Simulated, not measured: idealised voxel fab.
The process module presented herein is designated voxel lift off.
Displayed cross-section: cut, width of 215 nm, square cells sized 5 nm.
Each cross-section below is a grid of square cells, stated as bands in top-down order, with one or more rows of cells making up each band. Band: top and bottom heights (nm) first, top before bottom; then materials from left to right, widths in nm. "all across" marks a sole material filling the band edge to edge. "blank" denotes empty space. Below 0: as-received wafer, all one material; heights counted from there. Lowest band: no bottom, goes on down, written "z 0 and below". Width "30 to 40": first value at the band's top row of cells, second value at its bottom row, equal change from row to row. When a step is marked "no change occurred", none of the cells in the cross-section changed during that step. "Enclosed internal cavities": empty spaces of 8 cells or more with no open way to the top, each given as width x height at distance, distance from the left edge, all in nm. Read whatever lies past the settings on a step's line as the simulator's own remark about the step. Among the settings permitted on a step's line is "overlay nm"; applied to a step with a mask, it specifies the extent to which the mask lay to the right of its planned position, whereas a negative figure signifies a position to the left.
[Process steps - plan]
1: op RECEIVE | material Si
2: op CONFORMAL_DEP | material SiO2 | thk nm 5
3: op PATTERN | tone open | mask id LINES | material resist | width nm 30 | pitch nm 45 | thk nm 25 | overlay nm 0
4: op DIRECTIONAL_DEP | material Ru | thk nm 10
5: op STRIP | etch materials resist
6: op CONFORMAL_DEP | material SiCN | thk nm 10
[Account of the first of two wafers, which was processed as intended]
[Step 1 complete: cross-section of the wafer as received]
> z 0 and below: Si all across
> Enclosed internal cavities: none
[After step 2, in cross-section]
> z 5 to 0: SiO2 all across
> At heights below 0, the structure remains unaltered.
[After step 3, in cross-section]
> z 30 to 5: resist=25, then blank=30, then resist=15, then blank=30, then resist=15, then blank=30, then resist=15, then blank=30, then resist=25
> At heights below 5, the structure remains unaltered.
[After step 4, in cross-section]
> z 40 to 30: Ru=25, then blank=30, then Ru=15, then blank=30, then Ru=15, then blank=30, then Ru=15, then blank=30, then Ru=25
> z 30 to 15: resist=25, then blank=30, then resist=15, then blank=30, then resist=15, then blank=30, then resist=15, then blank=30, then resist=25
> z 15 to 5: resist=25, then Ru=30, then resist=15, then Ru=30, then resist=15, then Ru=30, then resist=15, then Ru=30, then resist=25
> At heights below 5, the structure remains unaltered.
[After step 5, in cross-section]
> z 15 to 5: blank=25, then Ru=30, then blank=15, then Ru=30, then blank=15, then Ru=30, then blank=15, then Ru=30, then blank=25
> At heights below 5, the structure remains unaltered.
[After step 6, in cross-section]
> z 25 to 15: blank=15, then SiCN=185, then blank=15
> z 15 to 5: SiCN=25, then Ru=30, then SiCN=15, then Ru=30, then SiCN=15, then Ru=30, then SiCN=15, then Ru=30, then SiCN=25
> At heights below 5, the structure remains unaltered.
[Notes, second wafer: start = first wafer's, plan = first wafer's, execution had one mistake; history identical to first through step 3]
Second wafer, cross-section, planned end of step 4: no change occurred
[Second wafer, cross-section, planned end of step 5]
> z 5 to 0: SiO2 all across
> At heights below 0, the structure remains unaltered.
[Second wafer, cross-section, planned end of step 6]
> z 15 to 5: SiCN all across
> At heights below 5, the structure remains unaltered.
Deviation noted in wafer processing: plan step 4 never ran because it was skipped
The closing comparison, in cells, has the second wafer with more or fewer of some materials than the first: -48 Ru; -26 SiCN
